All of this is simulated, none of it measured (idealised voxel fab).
process module | voxel self aligned vias
cross-section cut | 300 nm wide | cells 5 nm
A cross-section is a grid of square cells, given in bands from the top down. A band is one or more rows of cells.
Each band's line starts with the height of the band's top and of its bottom, in nm. Then come its materials from left to right, each with its width in nm. One material with "throughout" fills the band from edge to edge. "air" is empty space.
Height 0 is the level under which the wafer as received is all one material. The lowest band goes on downwards, as in "0 down".
A width such as "30 to 40" changes by the same amount from each row of cells to the next, from the band's top row to its bottom row.
"no change" after a step means that no cell of the cross-section changed.
closed voids: empty space of 8 cells or more with no open way to the top, each as width x height at its distance from the left edge, in nm
after a step's settings: what the simulator itself notes on the step
overlay nm, on a step with a mask: how far to the right of its planned place the mask lay; to the left if negative
plan
1 op RECEIVE | material Si
2 op CONFORMAL_DEP | material SiO2 | thk nm 10
3 op CONFORMAL_DEP | material SiCN | thk nm 5
4 op DIRECTIONAL_DEP | material SiO2 | thk nm 25
5 op DIRECTIONAL_DEP | material aC | thk nm 15
6 op PATTERN | tone open | mask id LINES | material resist | width nm 30 | pitch nm 60 | thk nm 30 | overlay nm 0
7 op DIRECTIONAL_ETCH | etch materials aC | depth nm 15
8 op STRIP | etch materials resist
9 op DIRECTIONAL_ETCH | etch materials SiO2 | depth nm 25
10 op STRIP | etch materials aC
11 op CONFORMAL_DEP | material TiN | thk nm 5
12 op FILL_DEP | material W | thk nm 5
13 op CMP | height nm 40
14 op SELECTIVE_ETCH | etch materials W Ru TiN | depth nm 10
15 op FILL_DEP | material SiN | thk nm 10
16 op CMP | height nm 40
17 op DIRECTIONAL_DEP | material SiO2 | thk nm 20
18 op MASKED_ETCH | tone open | mask id VIAS | width nm 40 | pitch nm 120 | etch materials SiO2 | depth nm 20 | overlay nm 0
19 op MASKED_ETCH | tone open | mask id VIAS | width nm 40 | pitch nm 120 | etch materials SiN | depth nm 10 | overlay nm 0
20 op CONFORMAL_DEP | material TiN | thk nm 5
21 op FILL_DEP | material W | thk nm 5
22 op CMP | height nm 60
23 op CONFORMAL_DEP | material SiN | thk nm 5
as received, after step 1
  0 down: Si throughout
  closed voids: none
a wafer at the end: this start, this plan, one mistake
  65 to 60: SiN throughout
  60 to 45: SiO2 70 | TiN 5 | W 30 | TiN 5 | SiO2 80 | TiN 5 | W 30 | TiN 5 | SiO2 70
  45 to 40: SiO2 70 | TiN 10 | W 15 | TiN 15 | SiO2 80 | TiN 10 | W 15 | TiN 15 | SiO2 70
  40 to 35: SiO2 75 | TiN 5 | W 15 | TiN 5 | SiN 5 | SiO2 30 | SiN 30 | SiO2 30 | TiN 5 | W 15 | TiN 5 | SiN 5 | SiO2 75
  35 to 30: SiO2 75 | TiN 25 | SiN 5 | SiO2 30 | SiN 30 | SiO2 30 | TiN 25 | SiN 5 | SiO2 75
  30 to 20: SiO2 75 | TiN 5 | W 20 | TiN 5 | SiO2 30 | TiN 5 | W 20 | TiN 5 | SiO2 30 | TiN 5 | W 20 | TiN 5 | SiO2 75
  20 to 15: SiO2 75 | TiN 30 | SiO2 30 | TiN 30 | SiO2 30 | TiN 30 | SiO2 75
  15 to 10: SiCN throughout
  10 to 0: SiO2 throughout
  0 down: Si throughout
  closed voids: none
what went wrong: step 19 ran as: op MASKED_ETCH | tone open | mask id VIAS | width nm 40 | pitch nm 120 | etch materials SiN | depth nm 10 | overlay nm -10
